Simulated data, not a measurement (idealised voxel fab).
Module name: voxel tone inversion (process module)
Square cell edge 5 nm, section width 200 nm, ID cut.
Think of the cross-section as a grid of square cells. We describe it in bands, top to bottom, and each band covers one or more rows of those cells.
In this notation a band is specified by the heights of its top and bottom, in that order and in nm, after which its materials appear from left to right, each paired with its width in nm. The word "full width" attached to a single material means that material fills the band from edge to edge; the word "blank" stands for empty space.
Heights from 0 (as-received wafer is one material below). Bottom band endless downward, as "top 0, no bottom".
Top row gets the first number, bottom row gets the second, and each row in between changes by the same step: that is how a band width like "30 to 40" works.
"same as before" for a step: no cell of the cross-section changed in that step.
Closed voids list: empty space of 8 cells or more with no open way to the top, each as width x height at its distance from the left edge, in nm
On a step's line, text after the settings is the simulator commenting on that step.
The setting "overlay nm" may be written on the line of a step. When the step uses a mask, the value reports how far to the right of the planned place the mask lay, and a negative value reports that it lay to the left.
# Steps in the process plan
1 RECEIVE, material Si
2 CONFORMAL_DEP, material SiN, thk nm 5
3 DIRECTIONAL_DEP, material aC, thk nm 10
4 PATTERN, tone cover, mask id POSTS, material resist, width nm 25, pitch nm 40, thk nm 30, overlay nm 0
5 DIRECTIONAL_ETCH, etch materials aC, depth nm 20
6 STRIP, etch materials resist
7 FILL_DEP, material lowk, thk nm 10
8 CMP, height nm 25
9 STRIP, etch materials aC
10 CONFORMAL_DEP, material TiN, thk nm 5
11 FILL_DEP, material Cu, thk nm 10
12 CMP, height nm 25
13 CONFORMAL_DEP, material SiN, thk nm 5
What sets these wafers apart? The thk nm at step 3. They all start alike, and the plan carries the first wafer's value.
# After step 1, as received: first of several wafers, cross-section
	top 0, no bottom = Si full width
	Closed voids list: none
# First of several wafers, sectioned at end of module (last step: step 13)
	top 30, bottom 25 = SiN full width
	top 25, bottom 15 = lowk full width
	top 15, bottom 5 = lowk 45 nm | aC 25 nm | lowk 15 nm | aC 25 nm | lowk 15 nm | aC 25 nm | lowk 50 nm
	top 5, bottom 0 = SiN full width
	top 0, no bottom = Si full width
	Closed voids list: none
# The last wafer as seen in cross-section at the end of the module
	top 30, bottom 25 = SiN full width
	top 25, bottom 10 = lowk 45 nm | TiN 5 nm | Cu 15 nm | TiN 5 nm | lowk 15 nm | TiN 5 nm | Cu 15 nm | TiN 5 nm | lowk 15 nm | TiN 5 nm | Cu 15 nm | TiN 5 nm | lowk 50 nm
	top 10, bottom 5 = lowk 45 nm | TiN 25 nm | lowk 15 nm | TiN 25 nm | lowk 15 nm | TiN 25 nm | lowk 50 nm
	top 5, bottom 0 = SiN full width
	top 0, no bottom = Si full width
	Closed voids list: none
# Row per wafer, end-of-module: cell gain (+)/loss (-) by material since the wafer came in, then closed voids
thk nm 10 | +80 SiN | +30 aC | +130 lowk | Closed voids list: none
thk nm 15 | +80 SiN | +45 aC | +115 lowk | Closed voids list: none
thk nm 20 | +27 Cu | +80 SiN | +33 TiN | +100 lowk | Closed voids list: none
